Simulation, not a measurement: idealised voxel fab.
The process module presented herein is designated voxel air gaps.
Section shown: cut. Width: 220 nm. Cell size: 5 nm, square.
In what follows, cross-sections appear as grids of square cells, described through bands that run from the top down, where every band is one or more rows of cells. Top, bottom (nm), then materials left to right with widths (nm); lone material tagged "throughout" fills the whole band edge to edge; "empty" = empty space. Measure heights from 0. That's the level where, below it, the as-received wafer is all one material. The lowest band is bottomless and extends downward; write it as in "0 -> down". Width: "30 to 40" (first number = top row, second number = bottom row, same change from row to row of cells). Key: "all unchanged" - step with no changed cell in the cross-section. "Closed void catalog": empty spaces of 8 cells or more with no open way to the top, each given as width x height at distance, distance from the left edge, all in nm. Where a step's line continues beyond its settings, the continuation is a remark by the simulator itself on that step. overlay nm, on a step with a mask: how far to the right of its planned place the mask lay; to the left if negative.
# Below is the list of planned process steps
1) RECEIVE with material Si
2) CONFORMAL_DEP with material SiO2, thk nm 10
3) CONFORMAL_DEP with material SiN, thk nm 5
4) DIRECTIONAL_DEP with material lowk, thk nm 35
5) DIRECTIONAL_DEP with material aC, thk nm 15
6) PATTERN with tone open, mask id LINES, material resist, width nm 25, pitch nm 50, thk nm 30, overlay nm 0
7) DIRECTIONAL_ETCH with etch materials aC, depth nm 15
8) STRIP with etch materials resist
9) DIRECTIONAL_ETCH with etch materials lowk, depth nm 35
10) STRIP with etch materials aC
11) CONFORMAL_DEP with material TiN, thk nm 5
12) FILL_DEP with material Ru, thk nm 5
13) CMP with height nm 50
14) EPI with material Ru, thk nm 10
15) SELECTIVE_ETCH with etch materials lowk, depth nm 45
16) CONFORMAL_DEP with material SiCN, thk nm 5
# Here's what the wafer looked like in cross-section when it arrived - that's after step 1
	0 -> down: Si throughout
	Closed void catalog: none
# Looking at the first of two wafers in cross-section at end of module - ran to plan
	65 -> 60: empty=5  SiCN=205  empty=10
	60 -> 50: empty=5  SiCN=5  Ru=45  SiCN=5  Ru=45  SiCN=5  Ru=45  SiCN=5  Ru=45  SiCN=5  empty=10
	50 -> 45: empty=5  SiCN=15  TiN=5  Ru=15  TiN=5  SiCN=25  TiN=5  Ru=15  TiN=5  SiCN=25  TiN=5  Ru=15  TiN=5  SiCN=25  TiN=5  Ru=15  TiN=5  SiCN=15  empty=10
	45 -> 20: empty=15  SiCN=5  TiN=5  Ru=15  TiN=5  SiCN=5  empty=15  SiCN=5  TiN=5  Ru=15  TiN=5  SiCN=5  empty=15  SiCN=5  TiN=5  Ru=15  TiN=5  SiCN=5  empty=15  SiCN=5  TiN=5  Ru=15  TiN=5  SiCN=5  empty=20
	20 -> 15: SiCN=20  TiN=25  SiCN=25  TiN=25  SiCN=25  TiN=25  SiCN=25  TiN=25  SiCN=25
	15 -> 10: SiN throughout
	10 -> 0: SiO2 throughout
	0 -> down: Si throughout
	Closed void catalog: 15 x 25 at 50; 15 x 25 at 100; 15 x 25 at 150
# Cross-section of the latter of the two wafers at module completion. It had an identical start and an identical plan to the former; in running it, one mistake was made
	65 -> 60: empty=5  SiCN=205  empty=10
	60 -> 50: empty=5  SiCN=5  Ru=45  SiCN=5  Ru=45  SiCN=5  Ru=45  SiCN=5  Ru=45  SiCN=5  empty=10
	50 -> 20: empty=5  SiCN=5  Ru=10  TiN=5  Ru=15  TiN=5  Ru=10  SiCN=5  Ru=10  TiN=5  Ru=15  TiN=5  Ru=10  SiCN=5  Ru=10  TiN=5  Ru=15  TiN=5  Ru=10  SiCN=5  Ru=10  TiN=5  Ru=15  TiN=5  Ru=10  SiCN=5  empty=10
	20 -> 15: SiCN=10  Ru=10  TiN=25  Ru=10  SiCN=5  Ru=10  TiN=25  Ru=10  SiCN=5  Ru=10  TiN=25  Ru=10  SiCN=5  Ru=10  TiN=25  Ru=10  SiCN=15
	15 -> 10: SiN throughout
	10 -> 0: SiO2 throughout
	0 -> down: Si throughout
	Closed void catalog: none
What was the processing mistake? swap of plan steps 14 and 15 during execution
Counted in cells at the end, the second wafer holds more or fewer of these materials than the first: Ru: 112 more; SiCN: 47 fewer
The closed voids present at the end amount to 3 for the first wafer and 0 for the second wafer.
